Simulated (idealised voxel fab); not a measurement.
The following process module bears the name voxel released beams.
Section cut is 220 nm wide and gridded with 5 nm square cells.
A cross-section is a grid of square cells, given in bands from the top down. A band is one or more rows of cells. Within each band entry, the heights of the top and of the bottom of the band appear first, in that order and in nm; the materials of the band then follow from left to right, each with its corresponding width in nm. The designation "edge to edge" on a single material indicates that it fills the band from edge to edge; the designation "empty" indicates empty space. Height datum 0, below which the as-received substrate wafer is one material. Lowest band open at the bottom, running downward: "from 0 down". Graded width ("30->40"): value in top row of band = first number; value in bottom row = second number; row-to-row change constant. Step marked "nothing different"? Then no cell in the cross-section changed in it. Empty spaces without an open route to the top, at least 8 cells in extent, make up the entry "Enclosed cavity list"; each is given as width x height at distance, where the distance is measured from the left edge, and all are in nm. Text after the settings on a step's line: the simulator's own remark on that step. "overlay nm" denotes, for a step that has a mask, the displacement of the mask to the right of its planned place, with negative values corresponding to the left.
PROCESS STEPS - PLAN
- 1: RECEIVE: material Si
- 2: CONFORMAL_DEP: material Al2O3, thk nm 5
- 3: DIRECTIONAL_DEP: material SiO2, thk nm 10
- 4: DIRECTIONAL_DEP: material aC, thk nm 15
- 5: PATTERN: tone open, mask id ANCHOR, material resist, width nm 35, thk nm 35, overlay nm 0
- 6: DIRECTIONAL_ETCH: etch materials aC, depth nm 15
- 7: STRIP: etch materials resist
- 8: DIRECTIONAL_ETCH: etch materials SiO2, depth nm 10
- 9: STRIP: etch materials aC
- 10: CONFORMAL_DEP: material polySi, thk nm 10
- 11: DIRECTIONAL_DEP: material aC, thk nm 15
- 12: PATTERN: tone cover, mask id BEAM, material resist, width nm 85, thk nm 30, overlay nm 0
- 13: DIRECTIONAL_ETCH: etch materials aC, depth nm 15
- 14: STRIP: etch materials resist
- 15: DIRECTIONAL_ETCH: etch materials polySi, depth nm 10
- 16: STRIP: etch materials aC
- 17: STRIP: etch materials SiO2
RECEIVED-STATE CROSS-SECTION, REFLECTING COMPLETION OF STEP 1
- from 0 down | Si edge to edge
- Enclosed cavity list: none
THIS IS HOW THE WAFER LOOKS IN CROSS-SECTION ONCE THE MODULE IS DONE, GIVEN THE STARTING STATE AND PLAN ABOVE AND ONE MISTAKE IN CARRYING THE PLAN OUT
- from 25 to 15 | empty (60)  polySi (20)  empty (15)  polySi (50)  empty (75)
- from 15 to 5 | empty (70)  polySi (35)  empty (115)
- from 5 to 0 | Al2O3 edge to edge
- from 0 down | Si edge to edge
- Enclosed cavity list: none
Plan not followed: step 12 ran as: PATTERN: tone cover, mask id BEAM, material resist, width nm 85, thk nm 30, overlay nm -5
